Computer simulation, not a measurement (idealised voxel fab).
process module | voxel transistor to metal
cross-section cut | 285 nm wide | cells 5 nm
A cross-section is a grid of square cells, given in bands from the top down. A band is one or more rows of cells.
Each band's line starts with the height of the band's top and of its bottom, in nm. Then come its materials from left to right, each with its width in nm. One material with "throughout" fills the band from edge to edge. "air" is empty space.
Height 0 is the level under which the wafer as received is all one material. The lowest band goes on downwards, as in "0 down".
A width such as "30 to 40" changes by the same amount from each row of cells to the next, from the band's top row to its bottom row.
"no change" after a step means that no cell of the cross-section changed.
closed voids: empty space of 8 cells or more with no open way to the top, each as width x height at its distance from the left edge, in nm
after a step's settings: what the simulator itself notes on the step
overlay nm, on a step with a mask: how far to the right of its planned place the mask lay; to the left if negative
plan
1 op RECEIVE | material Si
2 op CONFORMAL_DEP | material SiO2 | thk nm 5
3 op CONFORMAL_DEP | material SiN | thk nm 15
4 op PATTERN | tone cover | mask id ACTIVE | material resist | width nm 110 | pitch nm 140 | thk nm 15 | overlay nm 0
5 op DIRECTIONAL_ETCH | etch materials SiN | depth nm 15
6 op DIRECTIONAL_ETCH | etch materials SiO2 | depth nm 5
7 op DIRECTIONAL_ETCH | etch materials Si | depth nm 25
8 op STRIP | etch materials resist
9 op FILL_DEP | material SiO2 | thk nm 15
10 op CMP | height nm 20
11 op SELECTIVE_ETCH | etch materials SiO2 | depth nm 10
12 op STRIP | etch materials SiN
13 op SELECTIVE_ETCH | etch materials SiO2 | depth nm 5
14 op OXIDIZE | depth nm 5
15 op DIRECTIONAL_DEP | material polySi | thk nm 20
16 op DIRECTIONAL_DEP | material SiCN | thk nm 15
17 op MASKED_ETCH | tone cover | mask id GATE | width nm 20 | pitch nm 140 | etch materials SiCN | depth nm 25 | overlay nm 0
18 op MASKED_ETCH | tone cover | mask id GATE | width nm 20 | pitch nm 140 | etch materials polySi | depth nm 30 | overlay nm 0
19 op CONFORMAL_DEP | material SiN | thk nm 10
20 op DIRECTIONAL_ETCH | etch materials SiN | depth nm 10
21 op DIRECTIONAL_ETCH | etch materials SiO2 | depth nm 5
22 op DIRECTIONAL_ETCH | etch materials Si | depth nm 5
23 op EPI | material nSi | thk nm 10
24 op FILL_DEP | material SiO2 | thk nm 5
25 op CMP | height nm 35
26 op DIRECTIONAL_DEP | material SiO2 | thk nm 15
27 op DIRECTIONAL_DEP | material aC | thk nm 15
28 op PATTERN | tone open | mask id CONTACT | material resist | width nm 20 | pitch nm 70 | thk nm 30 | overlay nm 0
29 op DIRECTIONAL_ETCH | etch materials aC | depth nm 15
30 op STRIP | etch materials resist
31 op DIRECTIONAL_ETCH | etch materials SiO2 | depth nm 50
32 op STRIP | etch materials aC
33 op CONFORMAL_DEP | material TiN | thk nm 5
34 op FILL_DEP | material Ru | thk nm 5
35 op CMP | height nm 50
36 op DIRECTIONAL_DEP | material TiN | thk nm 5
37 op DIRECTIONAL_DEP | material W | thk nm 25
38 op PATTERN | tone cover | mask id METAL_1 | material resist | width nm 20 | pitch nm 70 | thk nm 20 | overlay nm 0
39 op DIRECTIONAL_ETCH | etch materials W | depth nm 25
40 op DIRECTIONAL_ETCH | etch materials TiN | depth nm 5
41 op STRIP | etch materials resist
42 op CONFORMAL_DEP | material SiN | thk nm 5
43 op FILL_DEP | material lowk | thk nm 5
44 op CMP | height nm 80
45 op CONFORMAL_DEP | material SiCN | thk nm 5
as received, after step 1
  0 down: Si throughout
  closed voids: none
a wafer at the end: this start, this plan, one mistake
  85 to 80: SiCN throughout
  80 to 55: lowk 20 | SiN 5 | W 20 | SiN 5 | lowk 40 | SiN 5 | W 20 | SiN 5 | lowk 40 | SiN 5 | W 20 | SiN 5 | lowk 40 | SiN 5 | W 20 | SiN 5 | lowk 25
  55 to 50: SiN 25 | TiN 20 | SiN 50 | TiN 20 | SiN 50 | TiN 20 | SiN 50 | TiN 20 | SiN 30
  50 to 35: SiCN throughout
  35 to 20: SiO2 50 | SiN 10 | SiCN 20 | SiN 10 | SiO2 100 | SiN 10 | SiCN 20 | SiN 10 | SiO2 55
  20 to 5: SiO2 50 | SiN 10 | polySi 20 | SiN 10 | SiO2 100 | SiN 10 | polySi 20 | SiN 10 | SiO2 55
  5 to 0: SiO2 10 | SiN 10 | nSi 10 | SiO2 10 | nSi 10 | SiN 10 | polySi 20 | SiN 10 | nSi 10 | SiO2 10 | nSi 10 | SiN 10 | SiO2 20 | SiN 10 | nSi 10 | SiO2 10 | nSi 10 | SiN 10 | polySi 20 | SiN 10 | nSi 10 | SiO2 10 | nSi 10 | SiN 10 | SiO2 15
  0 to -5: SiO2 20 | nSi 30 | SiO2 40 | nSi 30 | SiO2 40 | nSi 30 | SiO2 40 | nSi 30 | SiO2 25
  -5 to -10: SiO2 15 | Si 5 | nSi 30 | Si 40 | nSi 30 | Si 5 | SiO2 30 | Si 5 | nSi 30 | Si 40 | nSi 30 | Si 5 | SiO2 20
  -10 to -25: SiO2 15 | Si 110 | SiO2 30 | Si 110 | SiO2 20
  -25 down: Si throughout
  closed voids: none
what went wrong: step 26 ran as: op DIRECTIONAL_DEP | material SiCN | thk nm 15
